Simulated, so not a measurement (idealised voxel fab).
A process module follows: voxel capacitor over wiring.
It is cross-section cut that appears here, measuring 195 nm in width, its square cells being 5 nm in size.
Cross-section format: a grid of square cells, given as bands from top to bottom; each band is one or more rows of cells.
A band entry consists of two parts. The first gives the height of the band's top and the height of its bottom, in nm. The rest lists the band's materials from left to right, each with its width in nm. A single material labelled with the word "throughout" fills the band from edge to edge, and the word "air" marks empty space.
Heights from 0 (as-received wafer is one material below). Bottom band endless downward, as "0 down".
Quick explanation for "30 to 40": the width changes in equal steps down the rows of cells, from the first number in the band's top row to the second number in its bottom row.
Where the words "no modification" appear for a step, the cross-section shows no cell changed by that step; every cell remained as before.
What "Closed cavity list" gives you is every empty space of 8 cells or more that is cut off from the top. Each appears as width x height at distance, with the distance taken from the left edge and width, height and distance all in nm.
Post-settings text on a step line: simulator's own remark regarding the step.
For masked steps, "overlay nm" on the step line gives how far right of plan the mask actually lay; a minus sign means it lay to the left.
Intended process steps:
step 1: RECEIVE: material Si
step 2: CONFORMAL_DEP: material SiO2, thk nm 10
step 3: CONFORMAL_DEP: material SiCN, thk nm 5
step 4: DIRECTIONAL_DEP: material SiO2, thk nm 20
step 5: PATTERN: tone open, mask id METAL_1, material resist, width nm 30, pitch nm 100, thk nm 15, overlay nm 0
step 6: DIRECTIONAL_ETCH: etch materials SiO2, depth nm 20
step 7: DIRECTIONAL_ETCH: etch materials SiCN, depth nm 5
step 8: STRIP: etch materials resist
step 9: CONFORMAL_DEP: material TiN, thk nm 5
step 10: FILL_DEP: material W, thk nm 5
step 11: CMP: height nm 35
step 12: EPI: material Ru, thk nm 5
step 13: FILL_DEP: material SiCN, thk nm 5
step 14: DIRECTIONAL_DEP: material lowk, thk nm 15
step 15: PATTERN: tone open, mask id PLUG_1, material resist, width nm 15, thk nm 15, overlay nm 0
step 16: DIRECTIONAL_ETCH: etch materials lowk, depth nm 15
step 17: DIRECTIONAL_ETCH: etch materials SiCN, depth nm 5
step 18: STRIP: etch materials resist
step 19: EPI: material Ru, thk nm 10
step 20: EPI: material Ru, thk nm 10
step 21: DIRECTIONAL_DEP: material TiN, thk nm 5
step 22: DIRECTIONAL_DEP: material Al2O3, thk nm 5
step 23: DIRECTIONAL_DEP: material TiN, thk nm 10
step 24: PATTERN: tone cover, mask id UPPER_PLATE, material resist, width nm 75, thk nm 20, overlay nm 0
step 25: DIRECTIONAL_ETCH: etch materials TiN, depth nm 10
step 26: DIRECTIONAL_ETCH: etch materials Al2O3, depth nm 5
step 27: STRIP: etch materials resist
step 28: PATTERN: tone cover, mask id LOWER_PLATE, material resist, width nm 85, thk nm 15, overlay nm 0
step 29: DIRECTIONAL_ETCH: etch materials TiN, depth nm 5
step 30: STRIP: etch materials resist
step 31: FILL_DEP: material SiO2, thk nm 20
step 32: CMP: height nm 95
step 33: DIRECTIONAL_DEP: material aC, thk nm 15
step 34: PATTERN: tone open, mask id PLUG_2, material resist, width nm 15, thk nm 30, overlay nm 0
step 35: DIRECTIONAL_ETCH: etch materials aC, depth nm 15
step 36: STRIP: etch materials resist
step 37: DIRECTIONAL_ETCH: etch materials SiO2, depth nm 15
step 38: STRIP: etch materials aC
step 39: CONFORMAL_DEP: material TiN, thk nm 5
step 40: FILL_DEP: material Cu, thk nm 10
step 41: CMP: height nm 95
step 42: CONFORMAL_DEP: material SiCN, thk nm 5
Wafer cross-section on receipt, i.e. after step 1:
	0 down | Si throughout
	Closed cavity list: none
First of two wafers, end-of-module section, run followed plan:
	100 to 95 | SiCN throughout
	95 to 85 | SiO2: 55, then TiN: 5, then Cu: 5, then TiN: 5, then SiO2: 125
	85 to 80 | SiO2: 55, then TiN: 15, then SiO2: 125
	80 to 70 | SiO2: 45, then TiN: 75, then SiO2: 75
	70 to 65 | SiO2: 45, then Al2O3: 75, then SiO2: 75
	65 to 60 | SiO2: 40, then TiN: 85, then SiO2: 70
	60 to 45 | lowk: 45, then Ru: 15, then lowk: 135
	45 to 40 | SiCN: 45, then Ru: 15, then SiCN: 135
	40 to 35 | SiCN: 25, then Ru: 40, then SiCN: 60, then Ru: 40, then SiCN: 30
	35 to 15 | SiO2: 30, then TiN: 5, then W: 20, then TiN: 5, then SiO2: 70, then TiN: 5, then W: 20, then TiN: 5, then SiO2: 35
	15 to 10 | SiCN: 30, then TiN: 30, then SiCN: 70, then TiN: 30, then SiCN: 35
	10 to 0 | SiO2 throughout
	0 down | Si throughout
	Closed cavity list: none
Now the second wafer, cross-sectioned at the end of the module. Nothing different at the start, nothing different in the plan compared with the first, just one mistake when it was actually run:
	100 to 95 | SiCN throughout
	95 to 85 | Cu: 50, then TiN: 5, then SiO2: 15, then TiN: 5, then Cu: 120
	85 to 80 | TiN: 55, then SiO2: 15, then TiN: 125
	80 to 70 | SiO2: 45, then TiN: 75, then SiO2: 75
	70 to 65 | SiO2: 45, then Al2O3: 75, then SiO2: 75
	65 to 60 | SiO2: 40, then TiN: 85, then SiO2: 70
	60 to 45 | lowk: 45, then Ru: 15, then lowk: 135
	45 to 40 | SiCN: 45, then Ru: 15, then SiCN: 135
	40 to 35 | SiCN: 25, then Ru: 40, then SiCN: 60, then Ru: 40, then SiCN: 30
	35 to 15 | SiO2: 30, then TiN: 5, then W: 20, then TiN: 5, then SiO2: 70, then TiN: 5, then W: 20, then TiN: 5, then SiO2: 35
	15 to 10 | SiCN: 30, then TiN: 30, then SiCN: 70, then TiN: 30, then SiCN: 35
	10 to 0 | SiO2 throughout
	0 down | Si throughout
	Closed cavity list: none
Deviation noted in wafer processing: rather than as planned, step 34 actually ran as PATTERN: tone cover, mask id PLUG_2, material resist, width nm 15, thk nm 30, overlay nm 0
Final tally in cells, some materials are higher or lower on the second wafer than on the first: +66 Cu | -99 SiO2 | +33 TiN
